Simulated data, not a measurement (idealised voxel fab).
The process module that follows is named voxel self aligned contacts.
Xsec cut, 200 nm wide, square cell size 5 nm.
Each cross-section below is a grid of square cells, stated as bands in top-down order, with one or more rows of cells making up each band.
It is stipulated that each band's entry specify, in nanometres, the height of the top of the band and then that of its bottom, followed by the materials of the band in left-to-right sequence, each together with its width in nanometres. A single material marked by the word "edge to edge" is understood to fill the band from edge to edge; the word "blank" is understood to denote empty space.
Ref level 0: as-received wafer is one material below here. Bottom band extends down with no lower bound ("0 down").
Width: "30..40" (first number = top row, second number = bottom row, same change from row to row of cells).
"no modifications" (step): cross-section cells unchanged, all of them.
Enclosed void inventory: empty space of 8 cells or more with no open way to the top, each as width x height at its distance from the left edge, in nm
Post-settings text on a step line: simulator's own remark regarding the step.
You can add "overlay nm" to a step's line. For a step with a mask, it describes how far the mask lay to the right of its planned position, and a negative number describes a lay to the left.
What follows is a series of pairs. Each pair shows a cross-section before one process step and the cross-section after it, and the after view is drawn only down to the lowest band that changed. Beneath each pair is the step that lies between the two, with its settings. Pairs may come from different runs of this module on the same starting wafer, so a pair continues from the one above it only where its entry headed "Prior state" says so.
PRIOR STATE
70 to 55 | 20 of blank, then 35 of aC, then 25 of blank, then 35 of aC, then 25 of blank, then 35 of aC, then 25 of blank
55 to 35 | 20 of blank, then 35 of SiN, then 25 of blank, then 35 of SiN, then 25 of blank, then 35 of SiN, then 25 of blank
35 to 5 | polySi edge to edge
5 to 0 | SiO2 edge to edge
0 down | Si edge to edge
Enclosed void inventory: none
SECTION AFTER PROCESSING
70 to 55 | 20 of blank, then 35 of aC, then 25 of blank, then 35 of aC, then 25 of blank, then 35 of aC, then 25 of blank
55 to 35 | 20 of blank, then 35 of SiN, then 25 of blank, then 35 of SiN, then 25 of blank, then 35 of SiN, then 25 of blank
35 to 15 | 20 of blank, then 35 of polySi, then 25 of blank, then 35 of polySi, then 25 of blank, then 35 of polySi, then 25 of blank
Everything below 15 is unchanged.
Enclosed void inventory: none
Intermediate step for the cross-sections above: op DIRECTIONAL_ETCH | etch materials polySi | depth nm 20
Prior state: The prior state of this step coincides with the post-step cross-section of the pair just above.
SECTION AFTER PROCESSING
55 to 35 | 20 of blank, then 35 of SiN, then 25 of blank, then 35 of SiN, then 25 of blank, then 35 of SiN, then 25 of blank
Everything below 35 is unchanged.
Enclosed void inventory: none
Intermediate step for the cross-sections above: op STRIP | etch materials aC
Prior state: The prior state of this step coincides with the post-step cross-section of the pair just above.
SECTION AFTER PROCESSING
60 to 35 | 15 of blank, then 45 of SiN, then 15 of blank, then 45 of SiN, then 15 of blank, then 45 of SiN, then 20 of blank
35 to 20 | 15 of blank, then 5 of SiN, then 35 of polySi, then 5 of SiN, then 15 of blank, then 5 of SiN, then 35 of polySi, then 5 of SiN, then 15 of blank, then 5 of SiN, then 35 of polySi, then 5 of SiN, then 20 of blank
20 to 15 | 20 of SiN, then 35 of polySi, then 25 of SiN, then 35 of polySi, then 25 of SiN, then 35 of polySi, then 25 of SiN
Everything below 15 is unchanged.
Enclosed void inventory: none
Intermediate step for the cross-sections above: op CONFORMAL_DEP | material SiN | thk nm 5
Prior state: The prior state of this step coincides with the post-step cross-section of the pair just above.
SECTION AFTER PROCESSING
55 to 35 | 15 of blank, then 45 of SiN, then 15 of blank, then 45 of SiN, then 15 of blank, then 45 of SiN, then 20 of blank
35 to 15 | 15 of blank, then 5 of SiN, then 35 of polySi, then 5 of SiN, then 15 of blank, then 5 of SiN, then 35 of polySi, then 5 of SiN, then 15 of blank, then 5 of SiN, then 35 of polySi, then 5 of SiN, then 20 of blank
Everything below 15 is unchanged.
Enclosed void inventory: none
Intermediate step for the cross-sections above: op DIRECTIONAL_ETCH | etch materials SiN | depth nm 5
Prior state: The prior state of this step coincides with the post-step cross-section of the pair just above.
SECTION AFTER PROCESSING
70 to 55 | SiO2 edge to edge
55 to 35 | 15 of SiO2, then 45 of SiN, then 15 of SiO2, then 45 of SiN, then 15 of SiO2, then 45 of SiN, then 20 of SiO2
35 to 15 | 15 of SiO2, then 5 of SiN, then 35 of polySi, then 5 of SiN, then 15 of SiO2, then 5 of SiN, then 35 of polySi, then 5 of SiN, then 15 of SiO2, then 5 of SiN, then 35 of polySi, then 5 of SiN, then 20 of SiO2
Everything below 15 is unchanged.
Enclosed void inventory: none
Intermediate step for the cross-sections above: op FILL_DEP | material SiO2 | thk nm 15
Prior state: The prior state of this step coincides with the post-step cross-section of the pair just above.
SECTION AFTER PROCESSING
60 to 55 | SiO2 edge to edge
Everything below 55 is unchanged.
Enclosed void inventory: none
Intermediate step for the cross-sections above: op CMP | height nm 60
Prior state: The prior state of this step coincides with the post-step cross-section of the pair just above.
SECTION AFTER PROCESSING
60 to 55 | 45 of SiO2, then 45 of blank, then 15 of SiO2, then 45 of blank, then 50 of SiO2
55 to 35 | 15 of SiO2, then 45 of SiN, then 15 of blank, then 45 of SiN, then 15 of blank, then 45 of SiN, then 20 of SiO2
35 to 15 | 15 of SiO2, then 5 of SiN, then 35 of polySi, then 5 of SiN, then 15 of blank, then 5 of SiN, then 35 of polySi, then 5 of SiN, then 15 of blank, then 5 of SiN, then 35 of polySi, then 5 of SiN, then 20 of SiO2
Everything below 15 is unchanged.
Enclosed void inventory: none
Intermediate step for the cross-sections above: op MASKED_ETCH | tone open | mask id CONTACT | width nm 45 | pitch nm 60 | etch materials SiO2 | depth nm 60 | overlay nm 0
Prior state: The prior state of this step coincides with the post-step cross-section of the pair just above.
SECTION AFTER PROCESSING
65 to 60 | 50 of TiN, then 35 of blank, then 25 of TiN, then 35 of blank, then 55 of TiN
60 to 55 | 45 of SiO2, then 20 of TiN, then 5 of blank, then 20 of TiN, then 15 of SiO2, then 20 of TiN, then 5 of blank, then 20 of TiN, then 50 of SiO2
55 to 35 | 15 of SiO2, then 45 of SiN, then 5 of TiN, then 5 of blank, then 5 of TiN, then 45 of SiN, then 5 of TiN, then 5 of blank, then 5 of TiN, then 45 of SiN, then 20 of SiO2
35 to 20 | 15 of SiO2, then 5 of SiN, then 35 of polySi, then 5 of SiN, then 5 of TiN, then 5 of blank, then 5 of TiN, then 5 of SiN, then 35 of polySi, then 5 of SiN, then 5 of TiN, then 5 of blank, then 5 of TiN, then 5 of SiN, then 35 of polySi, then 5 of SiN, then 20 of SiO2
20 to 15 | 15 of SiO2, then 5 of SiN, then 35 of polySi, then 5 of SiN, then 15 of TiN, then 5 of SiN, then 35 of polySi, then 5 of SiN, then 15 of TiN, then 5 of SiN, then 35 of polySi, then 5 of SiN, then 20 of SiO2
Everything below 15 is unchanged.
Enclosed void inventory: none
Intermediate step for the cross-sections above: op CONFORMAL_DEP | material TiN | thk nm 5
Prior state: The prior state of this step coincides with the post-step cross-section of the pair just above.
SECTION AFTER PROCESSING
75 to 65 | Ru edge to edge
65 to 60 | 50 of TiN, then 35 of Ru, then 25 of TiN, then 35 of Ru, then 55 of TiN
60 to 55 | 45 of SiO2, then 20 of TiN, then 5 of Ru, then 20 of TiN, then 15 of SiO2, then 20 of TiN, then 5 of Ru, then 20 of TiN, then 50 of SiO2
55 to 35 | 15 of SiO2, then 45 of SiN, then 5 of TiN, then 5 of Ru, then 5 of TiN, then 45 of SiN, then 5 of TiN, then 5 of Ru, then 5 of TiN, then 45 of SiN, then 20 of SiO2
35 to 20 | 15 of SiO2, then 5 of SiN, then 35 of polySi, then 5 of SiN, then 5 of TiN, then 5 of Ru, then 5 of TiN, then 5 of SiN, then 35 of polySi, then 5 of SiN, then 5 of TiN, then 5 of Ru, then 5 of TiN, then 5 of SiN, then 35 of polySi, then 5 of SiN, then 20 of SiO2
Everything below 20 is unchanged.
Enclosed void inventory: none
Intermediate step for the cross-sections above: op FILL_DEP | material Ru | thk nm 10
Prior state: The prior state of this step coincides with the post-step cross-section of the pair just above.
SECTION AFTER PROCESSING
60 to 55 | 45 of SiO2, then 20 of TiN, then 5 of Ru, then 20 of TiN, then 15 of SiO2, then 20 of TiN, then 5 of Ru, then 20 of TiN, then 50 of SiO2
Everything below 55 is unchanged.
Enclosed void inventory: none
Intermediate step for the cross-sections above: op CMP | height nm 60
Prior state: The prior state of this step coincides with the post-step cross-section of the pair just above.
SECTION AFTER PROCESSING
65 to 60 | SiCN edge to edge
Everything below 60 is unchanged.
Enclosed void inventory: none
Intermediate step for the cross-sections above: op CONFORMAL_DEP | material SiCN | thk nm 5
PRIOR STATE
60 to 55 | SiO2 edge to edge
55 to 35 | 15 of SiO2, then 45 of SiN, then 15 of SiO2, then 45 of SiN, then 15 of SiO2, then 45 of SiN, then 20 of SiO2
35 to 5 | 15 of SiO2, then 5 of SiN, then 35 of polySi, then 5 of SiN, then 15 of SiO2, then 5 of SiN, then 35 of polySi, then 5 of SiN, then 15 of SiO2, then 5 of SiN, then 35 of polySi, then 5 of SiN, then 20 of SiO2
5 to 0 | SiO2 edge to edge
0 down | Si edge to edge
Enclosed void inventory: none
SECTION AFTER PROCESSING
60 to 55 | 50 of SiO2, then 40 of blank, then 20 of SiO2, then 40 of blank, then 50 of SiO2
55 to 35 | 15 of SiO2, then 45 of SiN, then 15 of blank, then 45 of SiN, then 15 of blank, then 45 of SiN, then 20 of SiO2
35 to 5 | 15 of SiO2, then 5 of SiN, then 35 of polySi, then 5 of SiN, then 15 of blank, then 5 of SiN, then 35 of polySi, then 5 of SiN, then 15 of blank, then 5 of SiN, then 35 of polySi, then 5 of SiN, then 20 of SiO2
5 to 0 | 60 of SiO2, then 15 of blank, then 45 of SiO2, then 15 of blank, then 65 of SiO2
Everything below 0 is unchanged.
Enclosed void inventory: none
Intermediate step for the cross-sections above: op MASKED_ETCH | tone open | mask id CONTACT | width nm 40 | pitch nm 60 | etch materials SiO2 | depth nm 60 | overlay nm 0
Prior state: The prior state of this step coincides with the post-step cross-section of the pair just above.
SECTION AFTER PROCESSING
65 to 60 | 55 of TiN, then 30 of blank, then 30 of TiN, then 30 of blank, then 55 of TiN
60 to 55 | 50 of SiO2, then 15 of TiN, then 5 of blank, then 20 of TiN, then 20 of SiO2, then 15 of TiN, then 5 of blank, then 20 of TiN, then 50 of SiO2
55 to 35 | 15 of SiO2, then 45 of SiN, then 5 of TiN, then 5 of blank, then 5 of TiN, then 45 of SiN, then 5 of TiN, then 5 of blank, then 5 of TiN, then 45 of SiN, then 20 of SiO2
35 to 5 | 15 of SiO2, then 5 of SiN, then 35 of polySi, then 5 of SiN, then 5 of TiN, then 5 of blank, then 5 of TiN, then 5 of SiN, then 35 of polySi, then 5 of SiN, then 5 of TiN, then 5 of blank, then 5 of TiN, then 5 of SiN, then 35 of polySi, then 5 of SiN, then 20 of SiO2
5 to 0 | 60 of SiO2, then 15 of TiN, then 45 of SiO2, then 15 of TiN, then 65 of SiO2
Everything below 0 is unchanged.
Enclosed void inventory: none
Intermediate step for the cross-sections above: op CONFORMAL_DEP | material TiN | thk nm 5
Prior state: The prior state of this step coincides with the post-step cross-section of the pair just above.
SECTION AFTER PROCESSING
75 to 65 | Ru edge to edge
65 to 60 | 55 of TiN, then 30 of Ru, then 30 of TiN, then 30 of Ru, then 55 of TiN
60 to 55 | 50 of SiO2, then 15 of TiN, then 5 of Ru, then 20 of TiN, then 20 of SiO2, then 15 of TiN, then 5 of Ru, then 20 of TiN, then 50 of SiO2
55 to 35 | 15 of SiO2, then 45 of SiN, then 5 of TiN, then 5 of Ru, then 5 of TiN, then 45 of SiN, then 5 of TiN, then 5 of Ru, then 5 of TiN, then 45 of SiN, then 20 of SiO2
35 to 5 | 15 of SiO2, then 5 of SiN, then 35 of polySi, then 5 of SiN, then 5 of TiN, then 5 of Ru, then 5 of TiN, then 5 of SiN, then 35 of polySi, then 5 of SiN, then 5 of TiN, then 5 of Ru, then 5 of TiN, then 5 of SiN, then 35 of polySi, then 5 of SiN, then 20 of SiO2
Everything below 5 is unchanged.
Enclosed void inventory: none
Intermediate step for the cross-sections above: op FILL_DEP | material Ru | thk nm 10
Prior state: The prior state of this step coincides with the post-step cross-section of the pair just above.
SECTION AFTER PROCESSING
60 to 55 | 50 of SiO2, then 15 of TiN, then 5 of Ru, then 20 of TiN, then 20 of SiO2, then 15 of TiN, then 5 of Ru, then 20 of TiN, then 50 of SiO2
Everything below 55 is unchanged.
Enclosed void inventory: none
Intermediate step for the cross-sections above: op CMP | height nm 60
Prior state: The prior state of this step coincides with the post-step cross-section of the pair just above.
SECTION AFTER PROCESSING
65 to 60 | SiCN edge to edge
Everything below 60 is unchanged.
Enclosed void inventory: none
Intermediate step for the cross-sections above: op CONFORMAL_DEP | material SiCN | thk nm 5
PRIOR STATE
70 to 55 | aC edge to edge
55 to 35 | SiN edge to edge
35 to 5 | polySi edge to edge
5 to 0 | SiO2 edge to edge
0 down | Si edge to edge
Enclosed void inventory: none
SECTION AFTER PROCESSING
105 to 70 | 25 of blank, then 35 of resist, then 25 of blank, then 35 of resist, then 25 of blank, then 35 of resist, then 20 of blank
Everything below 70 is unchanged.
Enclosed void inventory: none
Intermediate step for the cross-sections above: op PATTERN | tone cover | mask id GATE | material resist | width nm 35 | pitch nm 60 | thk nm 35 | overlay nm 5
Prior state: The prior state of this step coincides with the post-step cross-section of the pair just above.
SECTION AFTER PROCESSING
90 to 70 | 25 of blank, then 35 of resist, then 25 of blank, then 35 of resist, then 25 of blank, then 35 of resist, then 20 of blank
70 to 55 | 25 of blank, then 35 of aC, then 25 of blank, then 35 of aC, then 25 of blank, then 35 of aC, then 20 of blank
Everything below 55 is unchanged.
Enclosed void inventory: none
Intermediate step for the cross-sections above: op DIRECTIONAL_ETCH | etch materials aC | depth nm 15
Prior state: The prior state of this step coincides with the post-step cross-section of the pair just above.
SECTION AFTER PROCESSING
70 to 55 | 25 of blank, then 35 of aC, then 25 of blank, then 35 of aC, then 25 of blank, then 35 of aC, then 20 of blank
Everything below 55 is unchanged.
Enclosed void inventory: none
Intermediate step for the cross-sections above: op STRIP | etch materials resist
Prior state: The prior state of this step coincides with the post-step cross-section of the pair just above.
SECTION AFTER PROCESSING
70 to 55 | 25 of blank, then 35 of aC, then 25 of blank, then 35 of aC, then 25 of blank, then 35 of aC, then 20 of blank
55 to 35 | 25 of blank, then 35 of SiN, then 25 of blank, then 35 of SiN, then 25 of blank, then 35 of SiN, then 20 of blank
Everything below 35 is unchanged.
Enclosed void inventory: none
Intermediate step for the cross-sections above: op DIRECTIONAL_ETCH | etch materials SiN | depth nm 20
Prior state: The prior state of this step coincides with the post-step cross-section of the pair just above.
SECTION AFTER PROCESSING
70 to 55 | 25 of blank, then 35 of aC, then 25 of blank, then 35 of aC, then 25 of blank, then 35 of aC, then 20 of blank
55 to 35 | 25 of blank, then 35 of SiN, then 25 of blank, then 35 of SiN, then 25 of blank, then 35 of SiN, then 20 of blank
35 to 5 | 25 of blank, then 35 of polySi, then 25 of blank, then 35 of polySi, then 25 of blank, then 35 of polySi, then 20 of blank
Everything below 5 is unchanged.
Enclosed void inventory: none
Intermediate step for the cross-sections above: op DIRECTIONAL_ETCH | etch materials polySi | depth nm 30
Prior state: The prior state of this step coincides with the post-step cross-section of the pair just above.
SECTION AFTER PROCESSING
55 to 35 | 25 of blank, then 35 of SiN, then 25 of blank, then 35 of SiN, then 25 of blank, then 35 of SiN, then 20 of blank
Everything below 35 is unchanged.
Enclosed void inventory: none
Intermediate step for the cross-sections above: op STRIP | etch materials aC
Prior state: The prior state of this step coincides with the post-step cross-section of the pair just above.
SECTION AFTER PROCESSING
60 to 35 | 20 of blank, then 45 of SiN, then 15 of blank, then 45 of SiN, then 15 of blank, then 45 of SiN, then 15 of blank
35 to 10 | 20 of blank, then 5 of SiN, then 35 of polySi, then 5 of SiN, then 15 of blank, then 5 of SiN, then 35 of polySi, then 5 of SiN, then 15 of blank, then 5 of SiN, then 35 of polySi, then 5 of SiN, then 15 of blank
10 to 5 | 25 of SiN, then 35 of polySi, then 25 of SiN, then 35 of polySi, then 25 of SiN, then 35 of polySi, then 20 of SiN
Everything below 5 is unchanged.
Enclosed void inventory: none
Intermediate step for the cross-sections above: op CONFORMAL_DEP | material SiN | thk nm 5
Prior state: The prior state of this step coincides with the post-step cross-section of the pair just above.
SECTION AFTER PROCESSING
55 to 35 | 20 of blank, then 45 of SiN, then 15 of blank, then 45 of SiN, then 15 of blank, then 45 of SiN, then 15 of blank
35 to 5 | 20 of blank, then 5 of SiN, then 35 of polySi, then 5 of SiN, then 15 of blank, then 5 of SiN, then 35 of polySi, then 5 of SiN, then 15 of blank, then 5 of SiN, then 35 of polySi, then 5 of SiN, then 15 of blank
Everything below 5 is unchanged.
Enclosed void inventory: none
Intermediate step for the cross-sections above: op DIRECTIONAL_ETCH | etch materials SiN | depth nm 5
Prior state: The prior state of this step coincides with the post-step cross-section of the pair just above.
SECTION AFTER PROCESSING
70 to 55 | SiO2 edge to edge
55 to 35 | 20 of SiO2, then 45 of SiN, then 15 of SiO2, then 45 of SiN, then 15 of SiO2, then 45 of SiN, then 15 of SiO2
35 to 5 | 20 of SiO2, then 5 of SiN, then 35 of polySi, then 5 of SiN, then 15 of SiO2, then 5 of SiN, then 35 of polySi, then 5 of SiN, then 15 of SiO2, then 5 of SiN, then 35 of polySi, then 5 of SiN, then 15 of SiO2
Everything below 5 is unchanged.
Enclosed void inventory: none
Intermediate step for the cross-sections above: op FILL_DEP | material SiO2 | thk nm 15
Prior state: The prior state of this step coincides with the post-step cross-section of the pair just above.
SECTION AFTER PROCESSING
60 to 55 | SiO2 edge to edge
Everything below 55 is unchanged.
Enclosed void inventory: none
Intermediate step for the cross-sections above: op CMP | height nm 60
Prior state: The prior state of this step coincides with the post-step cross-section of the pair just above.
SECTION AFTER PROCESSING
60 to 55 | 45 of SiO2, then 45 of blank, then 15 of SiO2, then 45 of blank, then 50 of SiO2
55 to 35 | 20 of SiO2, then 45 of SiN, then 15 of blank, then 45 of SiN, then 15 of blank, then 45 of SiN, then 15 of SiO2
35 to 5 | 20 of SiO2, then 5 of SiN, then 35 of polySi, then 5 of SiN, then 15 of blank, then 5 of SiN, then 35 of polySi, then 5 of SiN, then 15 of blank, then 5 of SiN, then 35 of polySi, then 5 of SiN, then 15 of SiO2
5 to 0 | 65 of SiO2, then 15 of blank, then 45 of SiO2, then 15 of blank, then 60 of SiO2
Everything below 0 is unchanged.
Enclosed void inventory: none
Intermediate step for the cross-sections above: op MASKED_ETCH | tone open | mask id CONTACT | width nm 45 | pitch nm 60 | etch materials SiO2 | depth nm 60 | overlay nm 0
Prior state: The prior state of this step coincides with the post-step cross-section of the pair just above.
SECTION AFTER PROCESSING
65 to 60 | 50 of TiN, then 35 of blank, then 25 of TiN, then 35 of blank, then 55 of TiN
60 to 55 | 45 of SiO2, then 25 of TiN, then 5 of blank, then 15 of TiN, then 15 of SiO2, then 25 of TiN, then 5 of blank, then 15 of TiN, then 50 of SiO2
55 to 35 | 20 of SiO2, then 45 of SiN, then 5 of TiN, then 5 of blank, then 5 of TiN, then 45 of SiN, then 5 of TiN, then 5 of blank, then 5 of TiN, then 45 of SiN, then 15 of SiO2
35 to 5 | 20 of SiO2, then 5 of SiN, then 35 of polySi, then 5 of SiN, then 5 of TiN, then 5 of blank, then 5 of TiN, then 5 of SiN, then 35 of polySi, then 5 of SiN, then 5 of TiN, then 5 of blank, then 5 of TiN, then 5 of SiN, then 35 of polySi, then 5 of SiN, then 15 of SiO2
5 to 0 | 65 of SiO2, then 15 of TiN, then 45 of SiO2, then 15 of TiN, then 60 of SiO2
Everything below 0 is unchanged.
Enclosed void inventory: none
Intermediate step for the cross-sections above: op CONFORMAL_DEP | material TiN | thk nm 5
Prior state: The prior state of this step coincides with the post-step cross-section of the pair just above.
SECTION AFTER PROCESSING
75 to 65 | Ru edge to edge
65 to 60 | 50 of TiN, then 35 of Ru, then 25 of TiN, then 35 of Ru, then 55 of TiN
60 to 55 | 45 of SiO2, then 25 of TiN, then 5 of Ru, then 15 of TiN, then 15 of SiO2, then 25 of TiN, then 5 of Ru, then 15 of TiN, then 50 of SiO2
55 to 35 | 20 of SiO2, then 45 of SiN, then 5 of TiN, then 5 of Ru, then 5 of TiN, then 45 of SiN, then 5 of TiN, then 5 of Ru, then 5 of TiN, then 45 of SiN, then 15 of SiO2
35 to 5 | 20 of SiO2, then 5 of SiN, then 35 of polySi, then 5 of SiN, then 5 of TiN, then 5 of Ru, then 5 of TiN, then 5 of SiN, then 35 of polySi, then 5 of SiN, then 5 of TiN, then 5 of Ru, then 5 of TiN, then 5 of SiN, then 35 of polySi, then 5 of SiN, then 15 of SiO2
Everything below 5 is unchanged.
Enclosed void inventory: none
Intermediate step for the cross-sections above: op FILL_DEP | material Ru | thk nm 10
Prior state: The prior state of this step coincides with the post-step cross-section of the pair just above.
SECTION AFTER PROCESSING
60 to 55 | 45 of SiO2, then 25 of TiN, then 5 of Ru, then 15 of TiN, then 15 of SiO2, then 25 of TiN, then 5 of Ru, then 15 of TiN, then 50 of SiO2
Everything below 55 is unchanged.
Enclosed void inventory: none
Intermediate step for the cross-sections above: op CMP | height nm 60
Prior state: The prior state of this step coincides with the post-step cross-section of the pair just above.
SECTION AFTER PROCESSING
65 to 60 | SiCN edge to edge
Everything below 60 is unchanged.
Enclosed void inventory: none
Intermediate step for the cross-sections above: op CONFORMAL_DEP | material SiCN | thk nm 5
PRIOR STATE
60 to 55 | 45 of SiO2, then 45 of blank, then 15 of SiO2, then 45 of blank, then 50 of SiO2
55 to 35 | 15 of SiO2, then 45 of SiN, then 15 of blank, then 45 of SiN, then 15 of blank, then 45 of SiN, then 20 of SiO2
35 to 5 | 15 of SiO2, then 5 of SiN, then 35 of polySi, then 5 of SiN, then 15 of blank, then 5 of SiN, then 35 of polySi, then 5 of SiN, then 15 of blank, then 5 of SiN, then 35 of polySi, then 5 of SiN, then 20 of SiO2
5 to 0 | 60 of SiO2, then 15 of blank, then 45 of SiO2, then 15 of blank, then 65 of SiO2
0 down | Si edge to edge
Enclosed void inventory: none
SECTION AFTER PROCESSING
65 to 60 | 50 of polySi, then 35 of blank, then 25 of polySi, then 35 of blank, then 55 of polySi
60 to 55 | 45 of SiO2, then 20 of polySi, then 5 of blank, then 20 of polySi, then 15 of SiO2, then 20 of polySi, then 5 of blank, then 20 of polySi, then 50 of SiO2
55 to 35 | 15 of SiO2, then 45 of SiN, then 5 of polySi, then 5 of blank, then 5 of polySi, then 45 of SiN, then 5 of polySi, then 5 of blank, then 5 of polySi, then 45 of SiN, then 20 of SiO2
35 to 5 | 15 of SiO2, then 5 of SiN, then 35 of polySi, then 5 of SiN, then 5 of polySi, then 5 of blank, then 5 of polySi, then 5 of SiN, then 35 of polySi, then 5 of SiN, then 5 of polySi, then 5 of blank, then 5 of polySi, then 5 of SiN, then 35 of polySi, then 5 of SiN, then 20 of SiO2
5 to 0 | 60 of SiO2, then 15 of polySi, then 45 of SiO2, then 15 of polySi, then 65 of SiO2
Everything below 0 is unchanged.
Enclosed void inventory: none
Intermediate step for the cross-sections above: op CONFORMAL_DEP | material polySi | thk nm 5
Prior state: The prior state of this step coincides with the post-step cross-section of the pair just above.
SECTION AFTER PROCESSING
75 to 65 | Ru edge to edge
65 to 60 | 50 of polySi, then 35 of Ru, then 25 of polySi, then 35 of Ru, then 55 of polySi
60 to 55 | 45 of SiO2, then 20 of polySi, then 5 of Ru, then 20 of polySi, then 15 of SiO2, then 20 of polySi, then 5 of Ru, then 20 of polySi, then 50 of SiO2
55 to 35 | 15 of SiO2, then 45 of SiN, then 5 of polySi, then 5 of Ru, then 5 of polySi, then 45 of SiN, then 5 of polySi, then 5 of Ru, then 5 of polySi, then 45 of SiN, then 20 of SiO2
35 to 5 | 15 of SiO2, then 5 of SiN, then 35 of polySi, then 5 of SiN, then 5 of polySi, then 5 of Ru, then 5 of polySi, then 5 of SiN, then 35 of polySi, then 5 of SiN, then 5 of polySi, then 5 of Ru, then 5 of polySi, then 5 of SiN, then 35 of polySi, then 5 of SiN, then 20 of SiO2
Everything below 5 is unchanged.
Enclosed void inventory: none
Intermediate step for the cross-sections above: op FILL_DEP | material Ru | thk nm 10
Prior state: The prior state of this step coincides with the post-step cross-section of the pair just above.
SECTION AFTER PROCESSING
60 to 55 | 45 of SiO2, then 20 of polySi, then 5 of Ru, then 20 of polySi, then 15 of SiO2, then 20 of polySi, then 5 of Ru, then 20 of polySi, then 50 of SiO2
Everything below 55 is unchanged.
Enclosed void inventory: none
Intermediate step for the cross-sections above: op CMP | height nm 60
Prior state: The prior state of this step coincides with the post-step cross-section of the pair just above.
SECTION AFTER PROCESSING
65 to 60 | SiCN edge to edge
Everything below 60 is unchanged.
Enclosed void inventory: none
Intermediate step for the cross-sections above: op CONFORMAL_DEP | material SiCN | thk nm 5
PRIOR STATE
60 to 55 | SiO2 edge to edge
55 to 35 | 15 of SiO2, then 45 of SiN, then 15 of SiO2, then 45 of SiN, then 15 of SiO2, then 45 of SiN, then 20 of SiO2
35 to 5 | 15 of SiO2, then 5 of SiN, then 35 of polySi, then 5 of SiN, then 15 of SiO2, then 5 of SiN, then 35 of polySi, then 5 of SiN, then 15 of SiO2, then 5 of SiN, then 35 of polySi, then 5 of SiN, then 20 of SiO2
5 to 0 | SiO2 edge to edge
0 down | Si edge to edge
Enclosed void inventory: none
SECTION AFTER PROCESSING
60 to 55 | 45 of blank, then 45 of SiO2, then 15 of blank, then 45 of SiO2, then 50 of blank
55 to 35 | 15 of blank, then 45 of SiN, then 15 of SiO2, then 45 of SiN, then 15 of SiO2, then 45 of SiN, then 20 of blank
35 to 5 | 15 of blank, then 5 of SiN, then 35 of polySi, then 5 of SiN, then 15 of SiO2, then 5 of SiN, then 35 of polySi, then 5 of SiN, then 15 of SiO2, then 5 of SiN, then 35 of polySi, then 5 of SiN, then 20 of blank
5 to 0 | 15 of blank, then 165 of SiO2, then 20 of blank
Everything below 0 is unchanged.
Enclosed void inventory: none
Intermediate step for the cross-sections above: op MASKED_ETCH | tone cover | mask id CONTACT | width nm 45 | pitch nm 60 | etch materials SiO2 | depth nm 60 | overlay nm 0
Prior state: The prior state of this step coincides with the post-step cross-section of the pair just above.
SECTION AFTER PROCESSING
65 to 60 | 40 of blank, then 55 of TiN, then 5 of blank, then 55 of TiN, then 45 of blank
60 to 55 | 10 of blank, then 35 of TiN, then 45 of SiO2, then 15 of TiN, then 45 of SiO2, then 35 of TiN, then 15 of blank
55 to 35 | 10 of blank, then 5 of TiN, then 45 of SiN, then 15 of SiO2, then 45 of SiN, then 15 of SiO2, then 45 of SiN, then 5 of TiN, then 15 of blank
35 to 5 | 10 of blank, then 5 of TiN, then 5 of SiN, then 35 of polySi, then 5 of SiN, then 15 of SiO2, then 5 of SiN, then 35 of polySi, then 5 of SiN, then 15 of SiO2, then 5 of SiN, then 35 of polySi, then 5 of SiN, then 5 of TiN, then 15 of blank
5 to 0 | 15 of TiN, then 165 of SiO2, then 20 of TiN
Everything below 0 is unchanged.
Enclosed void inventory: none
Intermediate step for the cross-sections above: op CONFORMAL_DEP | material TiN | thk nm 5
Prior state: The prior state of this step coincides with the post-step cross-section of the pair just above.
SECTION AFTER PROCESSING
75 to 65 | Ru edge to edge
65 to 60 | 40 of Ru, then 55 of TiN, then 5 of Ru, then 55 of TiN, then 45 of Ru
60 to 55 | 10 of Ru, then 35 of TiN, then 45 of SiO2, then 15 of TiN, then 45 of SiO2, then 35 of TiN, then 15 of Ru
55 to 35 | 10 of Ru, then 5 of TiN, then 45 of SiN, then 15 of SiO2, then 45 of SiN, then 15 of SiO2, then 45 of SiN, then 5 of TiN, then 15 of Ru
35 to 5 | 10 of Ru, then 5 of TiN, then 5 of SiN, then 35 of polySi, then 5 of SiN, then 15 of SiO2, then 5 of SiN, then 35 of polySi, then 5 of SiN, then 15 of SiO2, then 5 of SiN, then 35 of polySi, then 5 of SiN, then 5 of TiN, then 15 of Ru
Everything below 5 is unchanged.
Enclosed void inventory: none
Intermediate step for the cross-sections above: op FILL_DEP | material Ru | thk nm 10
Prior state: The prior state of this step coincides with the post-step cross-section of the pair just above.
SECTION AFTER PROCESSING
60 to 55 | 10 of Ru, then 35 of TiN, then 45 of SiO2, then 15 of TiN, then 45 of SiO2, then 35 of TiN, then 15 of Ru
Everything below 55 is unchanged.
Enclosed void inventory: none
Intermediate step for the cross-sections above: op CMP | height nm 60
Prior state: The prior state of this step coincides with the post-step cross-section of the pair just above.
SECTION AFTER PROCESSING
65 to 60 | SiCN edge to edge
Everything below 60 is unchanged.
Enclosed void inventory: none
Intermediate step for the cross-sections above: op CONFORMAL_DEP | material SiCN | thk nm 5
